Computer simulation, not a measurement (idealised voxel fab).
Process module, titled voxel self aligned vias
It is cross-section cut that appears here, measuring 230 nm in width, its square cells being 5 nm in size.
The cross-sections in this document take the form of a grid made of square cells. They are written out as bands, in order from top to bottom. Each band consists of one or more rows of cells. Heights first: top, then bottom, in nm. Then materials, left to right, each with a width in nm. "edge to edge" on a single material: fills the band edge to edge. "blank": empty space. Below 0: as-received wafer, all one material; heights counted from there. Lowest band: no bottom, goes on down, written "0 down". Width "30->40": first value at the band's top row of cells, second value at its bottom row, equal change from row to row. For the purposes of this document, the phrase "no change occurred" attached to a step denotes that no cell within the cross-section was modified by that step. So "Closed voids list" is basically the list of trapped voids: any empty space of 8 cells or more that can't reach the top through an opening. They're written width x height at distance, the distance being from the left edge, and it's all nm. after a step's settings: what the simulator itself notes on the step. overlay nm: where the mask lay relative to plan, measured to the right, on steps with a mask; negatives go left.

[Process steps foreseen in the plan]
step 1: RECEIVE (material Si)
step 2: CONFORMAL_DEP (material SiO2; thk nm 10)
step 3: CONFORMAL_DEP (material SiCN; thk nm 5)
step 4: DIRECTIONAL_DEP (material SiO2; thk nm 30)
step 5: DIRECTIONAL_DEP (material aC; thk nm 15)
step 6: PATTERN (tone open; mask id LINES; material resist; width nm 25; pitch nm 55; thk nm 30; overlay nm 0)
step 7: DIRECTIONAL_ETCH (etch materials aC; depth nm 15)
step 8: STRIP (etch materials resist)
step 9: DIRECTIONAL_ETCH (etch materials SiO2; depth nm 30)
step 10: STRIP (etch materials aC)
step 11: CONFORMAL_DEP (material TiN; thk nm 5)
step 12: FILL_DEP (material W; thk nm 5)
step 13: CMP (height nm 45)
step 14: SELECTIVE_ETCH (etch materials W Ru TiN; depth nm 10)
step 15: FILL_DEP (material SiN; thk nm 5)
step 16: CMP (height nm 45)
step 17: DIRECTIONAL_DEP (material SiO2; thk nm 15)
step 18: DIRECTIONAL_DEP (material aC; thk nm 10)
step 19: PATTERN (tone open; mask id VIAS; material resist; width nm 35; pitch nm 55; thk nm 25; overlay nm 0)
step 20: DIRECTIONAL_ETCH (etch materials aC; depth nm 10)
step 21: STRIP (etch materials resist)
step 22: DIRECTIONAL_ETCH (etch materials SiO2; depth nm 15)
step 23: DIRECTIONAL_ETCH (etch materials SiN; depth nm 10)
step 24: STRIP (etch materials aC)
step 25: CONFORMAL_DEP (material TiN; thk nm 5)
step 26: FILL_DEP (material Ru; thk nm 5)
step 27: CMP (height nm 60)
step 28: CONFORMAL_DEP (material SiCN; thk nm 5)
varied across the wafers: thk nm of step 25. The plan shows the first wafer's value. All wafers start alike

[As-received state after step 1, first of several wafers, cross-section]
    0 down | Si edge to edge
    Closed voids list: none

[End of the module, past its last step, step 28: how the first of several wafers looks in cross-section]
    65 to 60 | SiCN edge to edge
    60 to 50 | SiO2: 40 | TiN: 5 | Ru: 25 | TiN: 5 | SiO2: 20 | TiN: 5 | Ru: 25 | TiN: 5 | SiO2: 20 | TiN: 5 | Ru: 25 | TiN: 5 | SiO2: 45
    50 to 40 | SiO2: 40->45 | TiN: 10->5 | Ru: 15 | TiN: 10->5 | SiO2: 20->30 | TiN: 10->5 | Ru: 15 | TiN: 10->5 | SiO2: 20->30 | TiN: 10->5 | Ru: 15 | TiN: 10->5 | SiO2: 45->50
    40 to 35 | SiO2: 45 | TiN: 25 | SiO2: 30 | TiN: 25 | SiO2: 30 | TiN: 25 | SiO2: 50
    35 to 20 | SiO2: 45 | TiN: 5 | W: 15 | TiN: 5 | SiO2: 30 | TiN: 5 | W: 15 | TiN: 5 | SiO2: 30 | TiN: 5 | W: 15 | TiN: 5 | SiO2: 50
    20 to 15 | SiO2: 45 | TiN: 25 | SiO2: 30 | TiN: 25 | SiO2: 30 | TiN: 25 | SiO2: 50
    15 to 10 | SiCN edge to edge
    10 to 0 | SiO2 edge to edge
    0 down | Si edge to edge
    Closed voids list: none

[Cross-sectional view, end of module, last wafer of several]
    65 to 60 | SiCN edge to edge
    60 to 45 | SiO2: 40 | TiN: 35 | SiO2: 20 | TiN: 35 | SiO2: 20 | TiN: 35 | SiO2: 45
    45 to 35 | SiO2: 45 | TiN: 25 | SiO2: 30 | TiN: 25 | SiO2: 30 | TiN: 25 | SiO2: 50
    35 to 20 | SiO2: 45 | TiN: 5 | W: 15 | TiN: 5 | SiO2: 30 | TiN: 5 | W: 15 | TiN: 5 | SiO2: 30 | TiN: 5 | W: 15 | TiN: 5 | SiO2: 50
    20 to 15 | SiO2: 45 | TiN: 25 | SiO2: 30 | TiN: 25 | SiO2: 30 | TiN: 25 | SiO2: 50
    15 to 10 | SiCN edge to edge
    10 to 0 | SiO2 edge to edge
    0 down | Si edge to edge
    Closed voids list: none

[Basically each wafer gets a line in the table, showing it at the end of the module: material by material, the cells it gained (+) or lost (-) since we got it, then its closed voids]
thk nm 5; +48 Ru; +92 SiCN; +353 SiO2; +78 TiN; +27 W; Closed voids list: none
thk nm 10; +15 Ru; +92 SiCN; +353 SiO2; +111 TiN; +27 W; Closed voids list: none
thk nm 15; +92 SiCN; +353 SiO2; +126 TiN; +27 W; Closed voids list: none
thk nm 20; +92 SiCN; +353 SiO2; +126 TiN; +27 W; Closed voids list: none
